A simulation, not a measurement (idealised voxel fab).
Herein follows the process module entitled voxel gate over fins.
FYI the section here is cut, 235 nm wide, cells are 5 nm squares.
Just so we're on the same page, the cross-sections are grids of square cells, and they're listed out in bands top to bottom, each band one or more rows deep. Top height, bottom height, nm. Materials left to right, width each, nm. Single material + "everywhere" = fills band edge to edge. "blank" = empty. Height is counted from the level 0, under which the received wafer is composed throughout of one material. The lowest of the bands is not closed at the bottom but continues downward, in the notation "0 nm and below". A two-number width, for instance "30->40", indicates that the width is equal to the first number in the top row of the band and to the second number in the bottom row, and that it changes by a constant amount per row of cells. Step note "all unchanged" = no cross-section cell changed. The label "Closed void list" introduces a list of the empty spaces, 8 cells or larger, that have no open way up to the top; each entry in it reads width x height at distance, where the distance is taken from the left edge and all three are stated in nm. Note: text after step settings on the step line = simulator remark on that step. Among the settings permitted on a step's line is "overlay nm"; applied to a step with a mask, it specifies the extent to which the mask lay to the right of its planned position, whereas a negative figure signifies a position to the left.
# List of planned process steps
1. RECEIVE,material Si
2. CONFORMAL_DEP,material SiN,thk nm 10
3. DIRECTIONAL_DEP,material aC,thk nm 15
4. PATTERN,tone cover,mask id FINS,material resist,width nm 15,pitch nm 40,thk nm 35,overlay nm 0
5. DIRECTIONAL_ETCH,etch materials aC,depth nm 15
6. STRIP,etch materials resist
7. DIRECTIONAL_ETCH,etch materials SiN,depth nm 10
8. DIRECTIONAL_ETCH,etch materials Si,depth nm 40
9. STRIP,etch materials aC
10. FILL_DEP,material SiO2,thk nm 5
11. CMP,height nm 10
12. SELECTIVE_ETCH,etch materials SiO2,depth nm 25
13. STRIP,etch materials SiN
14. CONFORMAL_DEP,material HfO2,thk nm 5
15. CONFORMAL_DEP,material TiN,thk nm 5
16. CONFORMAL_DEP,material TiAl,thk nm 5
17. CONFORMAL_DEP,material TiN,thk nm 5
18. FILL_DEP,material W,thk nm 10
19. CMP,height nm 25
20. CONFORMAL_DEP,material SiN,thk nm 10
The width nm used in step 4 is not the same on every wafer, whereas the starting condition is; the value printed in the plan is the first wafer's.
# First of several wafers (as received, post step 1), cross-sectional view
> 0 nm and below: Si everywhere
> Closed void list: none
# Take a look at the first of several wafers in cross-section: the module is done, and step 20 was its last step
> 35 nm to 25 nm: SiN everywhere
> 25 nm to 20 nm: W everywhere
> 20 nm to 15 nm: W (70), TiN (95), W (70)
> 15 nm to 10 nm: W (70), TiN (5), TiAl (85), TiN (5), W (70)
> 10 nm to 5 nm: W (70), TiN (5), TiAl (5), TiN (35), TiAl (5), TiN (35), TiAl (5), TiN (5), W (70)
> 5 nm to 0 nm: TiN (75), TiAl (5), TiN (5), HfO2 (25), TiN (5), TiAl (5), TiN (5), HfO2 (25), TiN (5), TiAl (5), TiN (75)
> 0 nm to -5 nm: TiAl (80), TiN (5), HfO2 (5), Si (15), HfO2 (5), TiN (5), TiAl (5), TiN (5), HfO2 (5), Si (15), HfO2 (5), TiN (5), TiAl (80)
> -5 nm to -10 nm: TiN (85), HfO2 (5), Si (15), HfO2 (5), TiN (15), HfO2 (5), Si (15), HfO2 (5), TiN (85)
> -10 nm to -15 nm: HfO2 (90), Si (15), HfO2 (25), Si (15), HfO2 (90)
> -15 nm to -40 nm: SiO2 (90), Si (15), SiO2 (25), Si (15), SiO2 (90)
> -40 nm and below: Si everywhere
> Closed void list: none
# Sectional view of the last wafer upon completion of the module
> 35 nm to 25 nm: SiN everywhere
> 25 nm to 20 nm: W everywhere
> 20 nm to 15 nm: W (65), TiN (105), W (65)
> 15 nm to 10 nm: W (65), TiN (5), TiAl (95), TiN (5), W (65)
> 10 nm to 5 nm: W (65), TiN (5), TiAl (5), TiN (85), TiAl (5), TiN (5), W (65)
> 5 nm to 0 nm: TiN (70), TiAl (5), TiN (5), HfO2 (35), TiN (5), HfO2 (35), TiN (5), TiAl (5), TiN (70)
> 0 nm to -5 nm: TiAl (75), TiN (5), HfO2 (5), Si (25), HfO2 (5), TiN (5), HfO2 (5), Si (25), HfO2 (5), TiN (5), TiAl (75)
> -5 nm to -10 nm: TiN (80), HfO2 (5), Si (25), HfO2 (5), TiN (5), HfO2 (5), Si (25), HfO2 (5), TiN (80)
> -10 nm to -15 nm: HfO2 (85), Si (25), HfO2 (15), Si (25), HfO2 (85)
> -15 nm to -40 nm: SiO2 (85), Si (25), SiO2 (15), Si (25), SiO2 (85)
> -40 nm and below: Si everywhere
> Closed void list: none
# Table: wafers, a row each; end-of-module cell change per material since receipt, gain (+), loss (-); then closed voids
width nm 15, +59 HfO2, -328 Si, +94 SiN, +205 SiO2, +56 TiAl, +112 TiN, +131 W, Closed void list: none
width nm 20, +59 HfO2, -312 Si, +94 SiN, +195 SiO2, +53 TiAl, +112 TiN, +128 W, Closed void list: none
width nm 25, +59 HfO2, -296 Si, +94 SiN, +185 SiO2, +53 TiAl, +109 TiN, +125 W, Closed void list: none
